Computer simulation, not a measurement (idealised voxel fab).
voxel trench capacitor: a process module
The cross-section shown here is cut; it is 230 nm wide and divided into square cells measuring 5 nm on a side.
Cross-section layout: square cells on a grid; listed as bands, top to bottom; a band spans one or more cell rows. Each band's line starts with the height of the band's top and of its bottom, in nm. Then come its materials from left to right, each with its width in nm. One material with "full width" fills the band from edge to edge. "empty" is empty space. Height datum 0, below which the as-received substrate wafer is one material. Lowest band open at the bottom, running downward: "z 0 and below". Note: "30->40" means the width goes from the first number (top row of the band) to the second number (bottom row) in equal steps per row of cells. Step marked "nothing was modified"? Then no cell in the cross-section changed in it. Empty spaces without an open route to the top, at least 8 cells in extent, make up the entry "Cavities, sealed"; each is given as width x height at distance, where the distance is measured from the left edge, and all are in nm. The remark found on a step's line after its settings is issued by the simulator itself and pertains to that step. If you see "overlay nm" on a step's line and that step has a mask, it's telling you how far right of where it was planned the mask ended up; a negative number means it went left instead.

### plan
| 1 | RECEIVE, material Si |
| 2 | CONFORMAL_DEP, material SiN, thk nm 10 |
| 3 | MASKED_ETCH, tone open, mask id TRENCH, width nm 20, pitch nm 45, etch materials SiN, depth nm 10, overlay nm 0 |
| 4 | MASKED_ETCH, tone open, mask id TRENCH, width nm 20, pitch nm 45, etch materials Si, depth nm 25, overlay nm 0 |
| 5 | CONFORMAL_DEP, material SiO2, thk nm 5 |
| 6 | FILL_DEP, material polySi, thk nm 10 |
| 7 | CMP, height nm 10 |

### The first of the two wafers, which ran as planned

### Wafer at receipt (post step 1), cross-section
    z 0 and below | Si full width
    Cavities, sealed: none

### Once step 2 is through, the wafer looks like this in cross-section
    z 10 to 0 | SiN full width
    Everything below 0 is unchanged.

### Once step 3 is through, the wafer looks like this in cross-section
    z 10 to 0 | 60 SiN, then 20 empty, then 25 SiN, then 20 empty, then 25 SiN, then 20 empty, then 60 SiN
    Everything below 0 is unchanged.

### Once step 4 is through, the wafer looks like this in cross-section
    z 10 to 0 | 60 SiN, then 20 empty, then 25 SiN, then 20 empty, then 25 SiN, then 20 empty, then 60 SiN
    z 0 to -25 | 60 Si, then 20 empty, then 25 Si, then 20 empty, then 25 Si, then 20 empty, then 60 Si
    Everything below -25 is unchanged.

### Once step 5 is through, the wafer looks like this in cross-section
    z 15 to 10 | 65 SiO2, then 10 empty, then 35 SiO2, then 10 empty, then 35 SiO2, then 10 empty, then 65 SiO2
    z 10 to 0 | 60 SiN, then 5 SiO2, then 10 empty, then 5 SiO2, then 25 SiN, then 5 SiO2, then 10 empty, then 5 SiO2, then 25 SiN, then 5 SiO2, then 10 empty, then 5 SiO2, then 60 SiN
    z 0 to -20 | 60 Si, then 5 SiO2, then 10 empty, then 5 SiO2, then 25 Si, then 5 SiO2, then 10 empty, then 5 SiO2, then 25 Si, then 5 SiO2, then 10 empty, then 5 SiO2, then 60 Si
    z -20 to -25 | 60 Si, then 20 SiO2, then 25 Si, then 20 SiO2, then 25 Si, then 20 SiO2, then 60 Si
    Everything below -25 is unchanged.

### Once step 6 is through, the wafer looks like this in cross-section
    z 25 to 15 | polySi full width
    z 15 to 10 | 65 SiO2, then 10 polySi, then 35 SiO2, then 10 polySi, then 35 SiO2, then 10 polySi, then 65 SiO2
    z 10 to 0 | 60 SiN, then 5 SiO2, then 10 polySi, then 5 SiO2, then 25 SiN, then 5 SiO2, then 10 polySi, then 5 SiO2, then 25 SiN, then 5 SiO2, then 10 polySi, then 5 SiO2, then 60 SiN
    z 0 to -20 | 60 Si, then 5 SiO2, then 10 polySi, then 5 SiO2, then 25 Si, then 5 SiO2, then 10 polySi, then 5 SiO2, then 25 Si, then 5 SiO2, then 10 polySi, then 5 SiO2, then 60 Si
    Everything below -20 is unchanged.

### Once step 7 is through, the wafer looks like this in cross-section
    z 10 to 0 | 60 SiN, then 5 SiO2, then 10 polySi, then 5 SiO2, then 25 SiN, then 5 SiO2, then 10 polySi, then 5 SiO2, then 25 SiN, then 5 SiO2, then 10 polySi, then 5 SiO2, then 60 SiN
    Everything below 0 is unchanged.

### second wafer: like start, like plan, one mistake. Through step 3 it matches the first wafer

### Second wafer profile in section, at the moment step 4 of the plan was meant to be complete
    z 10 to 0 | 60 SiN, then 20 empty, then 25 SiN, then 20 empty, then 25 SiN, then 20 empty, then 60 SiN
    z 0 to -25 | 60 Si, then 15 empty, then 30 Si, then 15 empty, then 30 Si, then 15 empty, then 65 Si
    Everything below -25 is unchanged.

### Second wafer profile in section, at the moment step 5 of the plan was meant to be complete
    z 15 to 10 | 65 SiO2, then 10 empty, then 35 SiO2, then 10 empty, then 35 SiO2, then 10 empty, then 65 SiO2
    z 10 to 0 | 60 SiN, then 5 SiO2, then 10->5 empty, then 5->10 SiO2, then 25 SiN, then 5 SiO2, then 10->5 empty, then 5->10 SiO2, then 25 SiN, then 5 SiO2, then 10->5 empty, then 5->10 SiO2, then 60 SiN
    z 0 to -20 | 60 Si, then 5 SiO2, then 5 empty, then 5 SiO2, then 30 Si, then 5 SiO2, then 5 empty, then 5 SiO2, then 30 Si, then 5 SiO2, then 5 empty, then 5 SiO2, then 65 Si
    z -20 to -25 | 60 Si, then 15 SiO2, then 30 Si, then 15 SiO2, then 30 Si, then 15 SiO2, then 65 Si
    Everything below -25 is unchanged.

### Second wafer profile in section, at the moment step 6 of the plan was meant to be complete
    z 25 to 15 | polySi full width
    z 15 to 10 | 65 SiO2, then 10 polySi, then 35 SiO2, then 10 polySi, then 35 SiO2, then 10 polySi, then 65 SiO2
    z 10 to 0 | 60 SiN, then 5 SiO2, then 10->5 polySi, then 5->10 SiO2, then 25 SiN, then 5 SiO2, then 10->5 polySi, then 5->10 SiO2, then 25 SiN, then 5 SiO2, then 10->5 polySi, then 5->10 SiO2, then 60 SiN
    z 0 to -20 | 60 Si, then 5 SiO2, then 5 polySi, then 5 SiO2, then 30 Si, then 5 SiO2, then 5 polySi, then 5 SiO2, then 30 Si, then 5 SiO2, then 5 polySi, then 5 SiO2, then 65 Si
    Everything below -20 is unchanged.

### Second wafer profile in section, at the moment step 7 of the plan was meant to be complete
    z 10 to 0 | 60 SiN, then 5 SiO2, then 10->5 polySi, then 5->10 SiO2, then 25 SiN, then 5 SiO2, then 10->5 polySi, then 5->10 SiO2, then 25 SiN, then 5 SiO2, then 10->5 polySi, then 5->10 SiO2, then 60 SiN
    Everything below 0 is unchanged.
Deviation from plan: step 4 ran as: MASKED_ETCH, tone open, mask id TRENCH, width nm 20, pitch nm 45, etch materials Si, depth nm 25, overlay nm -5
FYI, end of process, the second wafer has more or fewer cells of some materials than the first: Si: 15 more, polySi: 15 fewer
